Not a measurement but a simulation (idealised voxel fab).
Process module heading - voxel capacitor over wiring
Xsec cut, 280 nm wide, square cell size 5 nm.
A cross-section is a grid of square cells, given in bands from the top down. A band is one or more rows of cells. Quick guide to a band line: top height, bottom height (nm) up front; then every material left to right with its width in nm. Only one material and it's marked "all across"? Then it fills the band edge to edge. And "air" just means empty space. Note: height 0 marks the level under which the wafer is uniformly one material as received. Lowest band unbounded below, written "0 nm and below". A width such as "30 to 40" changes by the same amount from each row of cells to the next, from the band's top row to its bottom row. Step marked "no change"? Then no cell in the cross-section changed in it. "Fully sealed cavities" lists enclosed empty spaces (at least 8 cells, no open path upward to the top), each as width x height at distance from the left edge, in nm. Text after the settings on a step's line: the simulator's own remark on that step. When a step includes a mask, the "overlay nm" setting on its line states how far to the right of its planned place that mask lay, and negative values state how far to the left.

## Steps in the process plan
step 1: RECEIVE | material Si
step 2: CONFORMAL_DEP | material SiO2 | thk nm 10
step 3: CONFORMAL_DEP | material SiN | thk nm 5
step 4: DIRECTIONAL_DEP | material lowk | thk nm 25
step 5: PATTERN | tone open | mask id METAL_1 | material resist | width nm 30 | pitch nm 80 | thk nm 20 | overlay nm 0
step 6: DIRECTIONAL_ETCH | etch materials lowk | depth nm 25
step 7: DIRECTIONAL_ETCH | etch materials SiN | depth nm 5
step 8: STRIP | etch materials resist
step 9: CONFORMAL_DEP | material TiN | thk nm 5
step 10: FILL_DEP | material Cu | thk nm 10
step 11: CMP | height nm 40
step 12: CONFORMAL_DEP | material SiCN | thk nm 5
step 13: DIRECTIONAL_DEP | material lowk | thk nm 20
step 14: DIRECTIONAL_DEP | material aC | thk nm 15
step 15: PATTERN | tone open | mask id PLUG_1 | material resist | width nm 15 | thk nm 35 | overlay nm 0
step 16: DIRECTIONAL_ETCH | etch materials aC | depth nm 15
step 17: STRIP | etch materials resist
step 18: DIRECTIONAL_ETCH | etch materials lowk | depth nm 20
step 19: DIRECTIONAL_ETCH | etch materials SiCN | depth nm 5
step 20: STRIP | etch materials aC
step 21: CONFORMAL_DEP | material TiN | thk nm 5
step 22: FILL_DEP | material Ru | thk nm 10
step 23: CMP | height nm 65
step 24: DIRECTIONAL_DEP | material TiN | thk nm 10
step 25: DIRECTIONAL_DEP | material HfO2 | thk nm 5
step 26: DIRECTIONAL_DEP | material TiN | thk nm 5
step 27: PATTERN | tone cover | mask id UPPER_PLATE | material resist | width nm 45 | thk nm 15 | overlay nm 0
step 28: DIRECTIONAL_ETCH | etch materials TiN | depth nm 5
step 29: DIRECTIONAL_ETCH | etch materials HfO2 | depth nm 5
step 30: STRIP | etch materials resist
step 31: PATTERN | tone cover | mask id LOWER_PLATE | material resist | width nm 65 | thk nm 15 | overlay nm 0
step 32: DIRECTIONAL_ETCH | etch materials TiN | depth nm 10
step 33: STRIP | etch materials resist
step 34: FILL_DEP | material SiO2 | thk nm 20
step 35: CMP | height nm 100
step 36: PATTERN | tone open | mask id PLUG_2 | material resist | width nm 15 | thk nm 20 | overlay nm 0
step 37: DIRECTIONAL_ETCH | etch materials SiO2 | depth nm 15
step 38: STRIP | etch materials resist
step 39: CONFORMAL_DEP | material TiN | thk nm 5
step 40: FILL_DEP | material Ru | thk nm 10
step 41: CMP | height nm 100
step 42: CONFORMAL_DEP | material SiN | thk nm 5
Wafers differ in width nm at step 27; plan lists the first wafer's value; identical starting state.

## First of several wafers, received after step 1, in cross-section
  0 nm and below = Si all across
  Fully sealed cavities: none

## first wafer at the end, after step 42
  105 nm to 100 nm = SiN all across
  100 nm to 90 nm = 110 of SiO2, 5 of TiN, 5 of Ru, 5 of TiN, 155 of SiO2
  90 nm to 80 nm = 110 to 105 of SiO2, 15 to 45 of TiN, 155 to 130 of SiO2
  80 nm to 75 nm = 105 of SiO2, 45 of HfO2, 130 of SiO2
  75 nm to 65 nm = 95 of SiO2, 65 of TiN, 120 of SiO2
  65 nm to 45 nm = 100 of lowk, 5 of TiN, 5 of Ru, 5 of TiN, 165 of lowk
  45 nm to 40 nm = 100 of SiCN, 15 of TiN, 165 of SiCN
  40 nm to 15 nm = 85 of lowk, 5 of TiN, 20 of Cu, 5 of TiN, 50 of lowk, 5 of TiN, 20 of Cu, 5 of TiN, 85 of lowk
  15 nm to 10 nm = 85 of SiN, 30 of TiN, 50 of SiN, 30 of TiN, 85 of SiN
  10 nm to 0 nm = SiO2 all across
  0 nm and below = Si all across
  Fully sealed cavities: none

## End of module, last wafer sectioned
  105 nm to 100 nm = SiN all across
  100 nm to 90 nm = 110 of SiO2, 5 of TiN, 5 of Ru, 5 of TiN, 155 of SiO2
  90 nm to 80 nm = 110 to 95 of SiO2, 15 to 65 of TiN, 155 to 120 of SiO2
  80 nm to 75 nm = 95 of SiO2, 70 of HfO2, 115 of SiO2
  75 nm to 65 nm = 95 of SiO2, 70 of TiN, 115 of SiO2
  65 nm to 45 nm = 100 of lowk, 5 of TiN, 5 of Ru, 5 of TiN, 165 of lowk
  45 nm to 40 nm = 100 of SiCN, 15 of TiN, 165 of SiCN
  40 nm to 15 nm = 85 of lowk, 5 of TiN, 20 of Cu, 5 of TiN, 50 of lowk, 5 of TiN, 20 of Cu, 5 of TiN, 85 of lowk
  15 nm to 10 nm = 85 of SiN, 30 of TiN, 50 of SiN, 30 of TiN, 85 of SiN
  10 nm to 0 nm = SiO2 all across
  0 nm and below = Si all across
  Fully sealed cavities: none

## Row per wafer, end-of-module: cell gain (+)/loss (-) by material since the wafer came in, then closed voids
width nm 45, +40 Cu, +9 HfO2, +6 Ru, +53 SiCN, +100 SiN, +451 SiO2, +85 TiN, +432 lowk, Fully sealed cavities: none
width nm 50, +40 Cu, +10 HfO2, +6 Ru, +53 SiCN, +100 SiN, +449 SiO2, +86 TiN, +432 lowk, Fully sealed cavities: none
width nm 55, +40 Cu, +11 HfO2, +6 Ru, +53 SiCN, +100 SiN, +447 SiO2, +87 TiN, +432 lowk, Fully sealed cavities: none
width nm 60, +40 Cu, +12 HfO2, +6 Ru, +53 SiCN, +100 SiN, +445 SiO2, +88 TiN, +432 lowk, Fully sealed cavities: none
width nm 65, +40 Cu, +13 HfO2, +6 Ru, +53 SiCN, +100 SiN, +443 SiO2, +89 TiN, +432 lowk, Fully sealed cavities: none
width nm 70, +40 Cu, +14 HfO2, +6 Ru, +53 SiCN, +100 SiN, +440 SiO2, +91 TiN, +432 lowk, Fully sealed cavities: none
